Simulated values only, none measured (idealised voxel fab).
The process module that follows is named voxel capacitor over wiring.
Square cells of 5 nm make up the cross-section cut, whose width is 195 nm.
A cross-section in this document is a grid of square cells, and it is written down as bands, the top band listed before the ones below it; a band is made up of one or more rows of cells.
Each band's line starts with the height of the band's top and of its bottom, in nm. Then come its materials from left to right, each with its width in nm. One material with "full width" fills the band from edge to edge. "air" is empty space.
Note: height 0 marks the level under which the wafer is uniformly one material as received. Lowest band unbounded below, written "0..down".
The notation "30..40" denotes a width that varies across the rows of cells in the band, beginning at the first number in the top row, finishing at the second number in the bottom row, and changing by an identical amount from each row to the next.
Take "nothing got changed" at face value: in the step it is given for, the cross-section changed in none of its cells.
"Sealed internal voids": empty spaces of 8 cells or more with no open way to the top, each given as width x height at distance, distance from the left edge, all in nm.
Post-settings text on a step line: simulator's own remark regarding the step.
overlay nm: mask right of planned place by this much (step with mask). Neg. = left.
### Planned process steps
step 1: RECEIVE: material Si
step 2: CONFORMAL_DEP: material SiO2, thk nm 15
step 3: DIRECTIONAL_DEP: material TiN, thk nm 5
step 4: DIRECTIONAL_DEP: material W, thk nm 15
step 5: DIRECTIONAL_DEP: material aC, thk nm 15
step 6: PATTERN: tone cover, mask id METAL_1, material resist, width nm 20, pitch nm 75, thk nm 35, overlay nm 0
step 7: DIRECTIONAL_ETCH: etch materials aC, depth nm 15
step 8: STRIP: etch materials resist
step 9: DIRECTIONAL_ETCH: etch materials W, depth nm 15
step 10: DIRECTIONAL_ETCH: etch materials TiN, depth nm 5
step 11: STRIP: etch materials aC
step 12: CONFORMAL_DEP: material SiCN, thk nm 5
step 13: FILL_DEP: material lowk, thk nm 5
step 14: CMP: height nm 35
step 15: CONFORMAL_DEP: material SiCN, thk nm 5
step 16: DIRECTIONAL_DEP: material lowk, thk nm 10
step 17: DIRECTIONAL_DEP: material aC, thk nm 15
step 18: PATTERN: tone open, mask id PLUG_1, material resist, width nm 15, thk nm 35, overlay nm 0
step 19: DIRECTIONAL_ETCH: etch materials aC, depth nm 15
step 20: STRIP: etch materials resist
step 21: DIRECTIONAL_ETCH: etch materials lowk, depth nm 10
step 22: DIRECTIONAL_ETCH: etch materials SiCN, depth nm 5
step 23: STRIP: etch materials aC
step 24: EPI: material Ru, thk nm 10
step 25: EPI: material Ru, thk nm 5
step 26: DIRECTIONAL_DEP: material TiN, thk nm 5
step 27: DIRECTIONAL_DEP: material Al2O3, thk nm 5
step 28: DIRECTIONAL_DEP: material TiN, thk nm 10
step 29: MASKED_ETCH: tone cover, mask id UPPER_PLATE, width nm 60, etch materials TiN, depth nm 10, overlay nm 0
step 30: MASKED_ETCH: tone cover, mask id UPPER_PLATE, width nm 60, etch materials Al2O3, depth nm 5, overlay nm 0
step 31: DIRECTIONAL_DEP: material aC, thk nm 15
step 32: PATTERN: tone cover, mask id LOWER_PLATE, material resist, width nm 70, thk nm 30, overlay nm 0
step 33: DIRECTIONAL_ETCH: etch materials aC, depth nm 15
step 34: STRIP: etch materials resist
step 35: DIRECTIONAL_ETCH: etch materials TiN, depth nm 5
step 36: STRIP: etch materials aC
step 37: FILL_DEP: material SiO2, thk nm 20
step 38: CMP: height nm 85
step 39: MASKED_ETCH: tone open, mask id PLUG_2, width nm 15, etch materials SiO2, depth nm 15, overlay nm 0
step 40: CONFORMAL_DEP: material TiN, thk nm 5
step 41: FILL_DEP: material Cu, thk nm 5
step 42: CMP: height nm 85
step 43: CONFORMAL_DEP: material SiCN, thk nm 5
### Incoming wafer in cross-section (state: after step 1)
> 0..down | Si full width
> Sealed internal voids: none
### First of two wafers: cross-section at end of module, run per plan
> 90..85 | SiCN full width
> 85..75 | SiO2 65 nm  TiN 5 nm  Cu 5 nm  TiN 5 nm  SiO2 115 nm
> 75..70 | SiO2 65 nm  TiN 15 nm  SiO2 115 nm
> 70..60 | SiO2 55 nm  TiN 60 nm  SiO2 80 nm
> 60..55 | SiO2 55 nm  Al2O3 60 nm  SiO2 80 nm
> 55..50 | SiO2 50 nm  TiN 70 nm  SiO2 75 nm
> 50..40 | lowk 55 nm  Ru 15 nm  lowk 125 nm
> 40..35 | SiCN 55 nm  Ru 15 nm  SiCN 125 nm
> 35..20 | lowk 45 nm  SiCN 5 nm  W 20 nm  SiCN 5 nm  lowk 45 nm  SiCN 5 nm  W 20 nm  SiCN 5 nm  lowk 45 nm
> 20..15 | SiCN 50 nm  TiN 20 nm  SiCN 55 nm  TiN 20 nm  SiCN 50 nm
> 15..0 | SiO2 full width
> 0..down | Si full width
> Sealed internal voids: none
### Cross-section of the latter of the two wafers at module completion. It had an identical start and an identical plan to the former; in running it, one mistake was made
> 90..85 | SiCN full width
> 85..80 | SiO2 65 nm  TiN 15 nm  SiO2 115 nm
> 80..70 | SiO2 full width
> 70..60 | SiO2 55 nm  TiN 60 nm  SiO2 80 nm
> 60..55 | SiO2 55 nm  Al2O3 60 nm  SiO2 80 nm
> 55..50 | SiO2 50 nm  TiN 70 nm  SiO2 75 nm
> 50..40 | lowk 55 nm  Ru 15 nm  lowk 125 nm
> 40..35 | SiCN 55 nm  Ru 15 nm  SiCN 125 nm
> 35..20 | lowk 45 nm  SiCN 5 nm  W 20 nm  SiCN 5 nm  lowk 45 nm  SiCN 5 nm  W 20 nm  SiCN 5 nm  lowk 45 nm
> 20..15 | SiCN 50 nm  TiN 20 nm  SiCN 55 nm  TiN 20 nm  SiCN 50 nm
> 15..0 | SiO2 full width
> 0..down | Si full width
> Sealed internal voids: none
Diagnosis: step 39 did not happen as planned, as run it was MASKED_ETCH: tone open, mask id PLUG_2, width nm 15, etch materials SiO2, depth nm 5, overlay nm 0
Once processing is complete, comparing cell counts shows that the second wafer has more or fewer of certain materials than the first: Cu -2; SiO2 +6; TiN -4
